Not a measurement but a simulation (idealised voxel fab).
Proc. module: voxel gate over fins
Cross-section cut: width 260 nm, square cells of 5 nm.
In what follows, cross-sections appear as grids of square cells, described through bands that run from the top down, where every band is one or more rows of cells.
Each band's line starts with the height of the band's top and of its bottom, in nm. Then come its materials from left to right, each with its width in nm. One material with "everywhere" fills the band from edge to edge. "empty" is empty space.
Basically, 0 is our baseline, since under it the wafer straight out of the box is all one material. The bottom band has no lower end and keeps on going down, so it looks like "0..down".
With a width like "30->40", each row of cells in the band differs from the next by the same amount, the top row carrying the first number and the bottom row the second.
Given "no change" for a step, no cell of the cross-section differs between before and after that step.
"Sealed voids" contains a list of empty spaces, each no smaller than 8 cells and without an open way to the top, written in the form width x height at distance with the distance from the left edge and all three in nm.
If you see something after the settings on a step's line, that's the simulator's own remark about that step.
The setting "overlay nm" may be written on the line of a step. When the step uses a mask, the value reports how far to the right of the planned place the mask lay, and a negative value reports that it lay to the left.
## Process steps foreseen in the plan
1. RECEIVE with material Si
2. CONFORMAL_DEP with material SiN, thk nm 5
3. MASKED_ETCH with tone cover, mask id FINS, width nm 15, pitch nm 60, etch materials SiN, depth nm 5, overlay nm 0
4. MASKED_ETCH with tone cover, mask id FINS, width nm 15, pitch nm 60, etch materials Si, depth nm 35, overlay nm 0
5. OXIDIZE with depth nm 5
6. FILL_DEP with material SiO2, thk nm 5
7. CMP with height nm 5
8. MASKED_ETCH with tone open, mask id RAIL, width nm 15, etch materials SiO2, depth nm 25, overlay nm 0
9. CONFORMAL_DEP with material TiN, thk nm 5
10. FILL_DEP with material Ru, thk nm 10
11. CMP with height nm 5
12. SELECTIVE_ETCH with etch materials W Ru TiN, depth nm 20
13. FILL_DEP with material SiO2, thk nm 5
14. CMP with height nm 5
15. SELECTIVE_ETCH with etch materials SiO2, depth nm 15
16. STRIP with etch materials SiN
17. CONFORMAL_DEP with material HfO2, thk nm 5
18. CONFORMAL_DEP with material TiN, thk nm 5
19. FILL_DEP with material W, thk nm 15
20. CMP with height nm 20
21. CONFORMAL_DEP with material SiN, thk nm 10
It is noted that the wafers described herein are identical at the outset and are distinguished by the depth nm of step 8; the value stated in the plan corresponds to the first wafer.
## First of several wafers, received after step 1, in cross-section
0..down | Si everywhere
Sealed voids: none
## Take a look at the first of several wafers in cross-section: the module is done, and step 21 was its last step
30..20 | SiN everywhere
20..10 | W everywhere
10..5 | W 55 | TiN 25 | W 35 | TiN 25 | W 35 | TiN 25 | W 60
5..0 | W 55 | TiN 5 | HfO2 15 | TiN 5 | W 35 | TiN 5 | HfO2 15 | TiN 5 | W 35 | TiN 5 | HfO2 15 | TiN 5 | W 60
0..-5 | TiN 60 | HfO2 5 | Si 5 | HfO2 5 | TiN 45 | HfO2 5 | Si 5 | HfO2 5 | TiN 45 | HfO2 5 | Si 5 | HfO2 5 | TiN 65
-5..-10 | HfO2 65 | Si 5 | HfO2 55 | Si 5 | HfO2 55 | Si 5 | HfO2 70
-10..-15 | SiO2 65 | Si 5 | SiO2 55 | Si 5 | SiO2 55 | Si 5 | SiO2 70
-15..-20 | SiO2 65 | Si 5 | SiO2 20 | TiN 15 | SiO2 20 | Si 5 | SiO2 55 | Si 5 | SiO2 70
-20..-40 | SiO2 65 | Si 5 | SiO2 55 | Si 5 | SiO2 55 | Si 5 | SiO2 70
-40..down | Si everywhere
Sealed voids: none
## At the end of the module, the last of several wafers in cross-section
30..20 | SiN everywhere
20..10 | W everywhere
10..5 | W 55 | TiN 25 | W 35 | TiN 25 | W 35 | TiN 25 | W 60
5..0 | W 55 | TiN 5 | HfO2 15 | TiN 5 | W 35 | TiN 5 | HfO2 15 | TiN 5 | W 35 | TiN 5 | HfO2 15 | TiN 5 | W 60
0..-5 | TiN 60 | HfO2 5 | Si 5 | HfO2 5 | TiN 45 | HfO2 5 | Si 5 | HfO2 5 | TiN 45 | HfO2 5 | Si 5 | HfO2 5 | TiN 65
-5..-10 | HfO2 65 | Si 5 | HfO2 55 | Si 5 | HfO2 55 | Si 5 | HfO2 70
-10..-15 | SiO2 65 | Si 5 | SiO2 55 | Si 5 | SiO2 55 | Si 5 | SiO2 70
-15..-35 | SiO2 65 | Si 5 | SiO2 20 | TiN 5 | Ru 5 | TiN 5 | SiO2 20 | Si 5 | SiO2 55 | Si 5 | SiO2 70
-35..-40 | SiO2 65 | Si 5 | SiO2 20 | TiN 15 | SiO2 20 | Si 5 | SiO2 55 | Si 5 | SiO2 70
-40..down | Si everywhere
Sealed voids: none
## Tabulated below, wafer by wafer, are the end-of-module results: for each material, the number of cells gained (+) or lost (-) relative to the as-received state, followed by the closed voids
depth nm 25; +64 HfO2; -392 Si; +104 SiN; +291 SiO2; +67 TiN; +178 W; Sealed voids: none
depth nm 30; +64 HfO2; +1 Ru; -392 Si; +104 SiN; +288 SiO2; +69 TiN; +178 W; Sealed voids: none
depth nm 35; +64 HfO2; +2 Ru; -392 Si; +104 SiN; +285 SiO2; +71 TiN; +178 W; Sealed voids: none
depth nm 40; +64 HfO2; +3 Ru; -392 Si; +104 SiN; +282 SiO2; +73 TiN; +178 W; Sealed voids: none
depth nm 45; +64 HfO2; +4 Ru; -392 Si; +104 SiN; +279 SiO2; +75 TiN; +178 W; Sealed voids: none
depth nm 50; +64 HfO2; +4 Ru; -392 Si; +104 SiN; +279 SiO2; +75 TiN; +178 W; Sealed voids: none
